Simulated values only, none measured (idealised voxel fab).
The name of this process module is voxel self aligned vias.
FYI the section here is cut, 145 nm wide, cells are 5 nm squares.
Throughout this document, each cross-section is represented as a grid of square cells and is presented as a sequence of bands enumerated from the top downward, where a band comprises one or more rows of cells. Each band's line starts with the height of the band's top and of its bottom, in nm. Then come its materials from left to right, each with its width in nm. One material with "throughout" fills the band from edge to edge. "empty" is empty space. Ref level 0: as-received wafer is one material below here. Bottom band extends down with no lower bound ("0 nm and below"). So if you see something like "30->40" for the width, read it as the top row of the band sitting at the first number and the bottom row at the second, with every row in between moving by the same amount as the last. A step reported as "remained unchanged" is a step in which no cell of the cross-section changed. Heads up: "closed voids" only lists the empty pockets with no open path to the top that are 8 cells or more, and it writes them as width x height at distance, distance from the left edge, in nm. Anything after a step's settings on that line? It's the simulator's own note about the step. On any step carrying a mask, the "overlay nm" setting, if present on the step's line, tells how far right of its planned place the mask lay; negative values point to the left.

plan:
1) RECEIVE (material Si)
2) CONFORMAL_DEP (material SiO2; thk nm 15)
3) CONFORMAL_DEP (material SiCN; thk nm 5)
4) DIRECTIONAL_DEP (material SiO2; thk nm 20)
5) PATTERN (tone open; mask id LINES; material resist; width nm 20; pitch nm 50; thk nm 20; overlay nm 0)
6) DIRECTIONAL_ETCH (etch materials SiO2; depth nm 20)
7) STRIP (etch materials resist)
8) CONFORMAL_DEP (material TiN; thk nm 5)
9) FILL_DEP (material Ru; thk nm 10)
10) CMP (height nm 40)
11) SELECTIVE_ETCH (etch materials W Ru TiN; depth nm 5)
12) FILL_DEP (material SiN; thk nm 5)
13) CMP (height nm 40)
14) DIRECTIONAL_DEP (material SiO2; thk nm 15)
15) PATTERN (tone open; mask id VIAS; material resist; width nm 30; pitch nm 50; thk nm 20; overlay nm 0)
16) DIRECTIONAL_ETCH (etch materials SiO2; depth nm 15)
17) DIRECTIONAL_ETCH (etch materials SiN; depth nm 5)
18) STRIP (etch materials resist)
19) CONFORMAL_DEP (material TiN; thk nm 5)
20) FILL_DEP (material W; thk nm 10)
21) CMP (height nm 55)
22) CONFORMAL_DEP (material SiCN; thk nm 5)

The first of the two wafers, which ran as planned:

As-received wafer cross-section (after step 1):
    0 nm and below: Si throughout
    closed voids: none

Cross-section of the wafer after step 2:
    15 nm to 0 nm: SiO2 throughout
    Rest of section, below 0: as before.

Cross-section of the wafer after step 3:
    20 nm to 15 nm: SiCN throughout
    Rest of section, below 15: as before.

Cross-section of the wafer after step 4:
    40 nm to 20 nm: SiO2 throughout
    Rest of section, below 20: as before.

Cross-section of the wafer after step 5:
    60 nm to 40 nm: resist 35; empty 20; resist 30; empty 20; resist 40
    Rest of section, below 40: as before.

Cross-section of the wafer after step 6:
    60 nm to 40 nm: resist 35; empty 20; resist 30; empty 20; resist 40
    40 nm to 20 nm: SiO2 35; empty 20; SiO2 30; empty 20; SiO2 40
    Rest of section, below 20: as before.

Cross-section of the wafer after step 7:
    40 nm to 20 nm: SiO2 35; empty 20; SiO2 30; empty 20; SiO2 40
    Rest of section, below 20: as before.

Cross-section of the wafer after step 8:
    45 nm to 40 nm: TiN 40; empty 10; TiN 40; empty 10; TiN 45
    40 nm to 25 nm: SiO2 35; TiN 5; empty 10; TiN 5; SiO2 30; TiN 5; empty 10; TiN 5; SiO2 40
    25 nm to 20 nm: SiO2 35; TiN 20; SiO2 30; TiN 20; SiO2 40
    Rest of section, below 20: as before.

Cross-section of the wafer after step 9:
    55 nm to 45 nm: Ru throughout
    45 nm to 40 nm: TiN 40; Ru 10; TiN 40; Ru 10; TiN 45
    40 nm to 25 nm: SiO2 35; TiN 5; Ru 10; TiN 5; SiO2 30; TiN 5; Ru 10; TiN 5; SiO2 40
    Rest of section, below 25: as before.

Cross-section of the wafer after step 10:
    40 nm to 25 nm: SiO2 35; TiN 5; Ru 10; TiN 5; SiO2 30; TiN 5; Ru 10; TiN 5; SiO2 40
    Rest of section, below 25: as before.

Cross-section of the wafer after step 11:
    40 nm to 35 nm: SiO2 35; empty 20; SiO2 30; empty 20; SiO2 40
    Rest of section, below 35: as before.

Cross-section of the wafer after step 12:
    45 nm to 40 nm: SiN throughout
    40 nm to 35 nm: SiO2 35; SiN 20; SiO2 30; SiN 20; SiO2 40
    Rest of section, below 35: as before.

Cross-section of the wafer after step 13:
    40 nm to 35 nm: SiO2 35; SiN 20; SiO2 30; SiN 20; SiO2 40
    Rest of section, below 35: as before.

Cross-section of the wafer after step 14:
    55 nm to 40 nm: SiO2 throughout
    Rest of section, below 40: as before.

Cross-section of the wafer after step 15:
    75 nm to 55 nm: resist 30; empty 30; resist 20; empty 30; resist 35
    Rest of section, below 55: as before.

Cross-section of the wafer after step 16:
    75 nm to 55 nm: resist 30; empty 30; resist 20; empty 30; resist 35
    55 nm to 40 nm: SiO2 30; empty 30; SiO2 20; empty 30; SiO2 35
    Rest of section, below 40: as before.

Cross-section of the wafer after step 17:
    75 nm to 55 nm: resist 30; empty 30; resist 20; empty 30; resist 35
    55 nm to 40 nm: SiO2 30; empty 30; SiO2 20; empty 30; SiO2 35
    40 nm to 35 nm: SiO2 35; empty 20; SiO2 30; empty 20; SiO2 40
    Rest of section, below 35: as before.

Cross-section of the wafer after step 18:
    55 nm to 40 nm: SiO2 30; empty 30; SiO2 20; empty 30; SiO2 35
    Rest of section, below 40: as before.

Cross-section of the wafer after step 19:
    60 nm to 55 nm: TiN 35; empty 20; TiN 30; empty 20; TiN 40
    55 nm to 45 nm: SiO2 30; TiN 5; empty 20; TiN 5; SiO2 20; TiN 5; empty 20; TiN 5; SiO2 35
    45 nm to 40 nm: SiO2 30; TiN 10; empty 10; TiN 10; SiO2 20; TiN 10; empty 10; TiN 10; SiO2 35
    40 nm to 35 nm: SiO2 35; TiN 20; SiO2 30; TiN 20; SiO2 40
    Rest of section, below 35: as before.

Cross-section of the wafer after step 20:
    70 nm to 60 nm: W throughout
    60 nm to 55 nm: TiN 35; W 20; TiN 30; W 20; TiN 40
    55 nm to 45 nm: SiO2 30; TiN 5; W 20; TiN 5; SiO2 20; TiN 5; W 20; TiN 5; SiO2 35
    45 nm to 40 nm: SiO2 30; TiN 10; W 10; TiN 10; SiO2 20; TiN 10; W 10; TiN 10; SiO2 35
    Rest of section, below 40: as before.

Cross-section of the wafer after step 21:
    55 nm to 45 nm: SiO2 30; TiN 5; W 20; TiN 5; SiO2 20; TiN 5; W 20; TiN 5; SiO2 35
    Rest of section, below 45: as before.

Cross-section of the wafer after step 22:
    60 nm to 55 nm: SiCN throughout
    Rest of section, below 55: as before.

The second wafer began exactly as the first did and followed the same plan, but one mistake was made while running it; through step 4 inclusive, the two wafers are identical:

Second wafer: cross-section at the scheduled end of step 5:
    60 nm to 40 nm: empty 35; resist 20; empty 30; resist 20; empty 40
    Rest of section, below 40: as before.

Second wafer: cross-section at the scheduled end of step 6:
    60 nm to 40 nm: empty 35; resist 20; empty 30; resist 20; empty 40
    40 nm to 20 nm: empty 35; SiO2 20; empty 30; SiO2 20; empty 40
    Rest of section, below 20: as before.

Second wafer: cross-section at the scheduled end of step 7:
    40 nm to 20 nm: empty 35; SiO2 20; empty 30; SiO2 20; empty 40
    Rest of section, below 20: as before.

Second wafer: cross-section at the scheduled end of step 8:
    45 nm to 40 nm: empty 30; TiN 30; empty 20; TiN 30; empty 35
    40 nm to 25 nm: empty 30; TiN 5; SiO2 20; TiN 5; empty 20; TiN 5; SiO2 20; TiN 5; empty 35
    25 nm to 20 nm: TiN 35; SiO2 20; TiN 30; SiO2 20; TiN 40
    Rest of section, below 20: as before.

Second wafer: cross-section at the scheduled end of step 9:
    55 nm to 45 nm: Ru throughout
    45 nm to 40 nm: Ru 30; TiN 30; Ru 20; TiN 30; Ru 35
    40 nm to 25 nm: Ru 30; TiN 5; SiO2 20; TiN 5; Ru 20; TiN 5; SiO2 20; TiN 5; Ru 35
    Rest of section, below 25: as before.

Second wafer: cross-section at the scheduled end of step 10:
    40 nm to 25 nm: Ru 30; TiN 5; SiO2 20; TiN 5; Ru 20; TiN 5; SiO2 20; TiN 5; Ru 35
    Rest of section, below 25: as before.

Second wafer: cross-section at the scheduled end of step 11:
    40 nm to 35 nm: empty 35; SiO2 20; empty 30; SiO2 20; empty 40
    Rest of section, below 35: as before.

Second wafer: cross-section at the scheduled end of step 12:
    45 nm to 40 nm: SiN throughout
    40 nm to 35 nm: SiN 35; SiO2 20; SiN 30; SiO2 20; SiN 40
    Rest of section, below 35: as before.

Second wafer: cross-section at the scheduled end of step 13:
    40 nm to 35 nm: SiN 35; SiO2 20; SiN 30; SiO2 20; SiN 40
    Rest of section, below 35: as before.

Second wafer: cross-section at the scheduled end of step 14:
    55 nm to 40 nm: SiO2 throughout
    Rest of section, below 40: as before.

Second wafer: cross-section at the scheduled end of step 15:
    75 nm to 55 nm: resist 30; empty 30; resist 20; empty 30; resist 35
    Rest of section, below 55: as before.

Second wafer: cross-section at the scheduled end of step 16:
    75 nm to 55 nm: resist 30; empty 30; resist 20; empty 30; resist 35
    55 nm to 40 nm: SiO2 30; empty 30; SiO2 20; empty 30; SiO2 35
    Rest of section, below 40: as before.

Second wafer: cross-section at the scheduled end of step 17:
    75 nm to 55 nm: resist 30; empty 30; resist 20; empty 30; resist 35
    55 nm to 40 nm: SiO2 30; empty 30; SiO2 20; empty 30; SiO2 35
    40 nm to 35 nm: SiN 30; empty 5; SiO2 20; empty 5; SiN 20; empty 5; SiO2 20; empty 5; SiN 35
    Rest of section, below 35: as before.

Second wafer: cross-section at the scheduled end of step 18:
    55 nm to 40 nm: SiO2 30; empty 30; SiO2 20; empty 30; SiO2 35
    Rest of section, below 40: as before.

Second wafer: cross-section at the scheduled end of step 19:
    60 nm to 55 nm: TiN 35; empty 20; TiN 30; empty 20; TiN 40
    55 nm to 45 nm: SiO2 30; TiN 5; empty 20; TiN 5; SiO2 20; TiN 5; empty 20; TiN 5; SiO2 35
    45 nm to 40 nm: SiO2 30; TiN 30; SiO2 20; TiN 30; SiO2 35
    40 nm to 35 nm: SiN 30; TiN 5; SiO2 20; TiN 5; SiN 20; TiN 5; SiO2 20; TiN 5; SiN 35
    Rest of section, below 35: as before.

Second wafer: cross-section at the scheduled end of step 20:
    70 nm to 60 nm: W throughout
    60 nm to 55 nm: TiN 35; W 20; TiN 30; W 20; TiN 40
    55 nm to 45 nm: SiO2 30; TiN 5; W 20; TiN 5; SiO2 20; TiN 5; W 20; TiN 5; SiO2 35
    Rest of section, below 45: as before.

Second wafer: cross-section at the scheduled end of step 21:
    55 nm to 45 nm: SiO2 30; TiN 5; W 20; TiN 5; SiO2 20; TiN 5; W 20; TiN 5; SiO2 35
    Rest of section, below 45: as before.

Second wafer: cross-section at the scheduled end of step 22:
    60 nm to 55 nm: SiCN throughout
    Rest of section, below 55: as before.
It is concluded that the wafer was processed incorrectly with respect to the plan, in that step 5 ran differently from the plan; actual operation with settings: PATTERN (tone cover; mask id LINES; material resist; width nm 20; pitch nm 50; thk nm 20; overlay nm 0)
End check, counted in cells, second wafer has more or fewer of these materials than the first: Ru +26, SiN +17, SiO2 -52, TiN +13, W -4
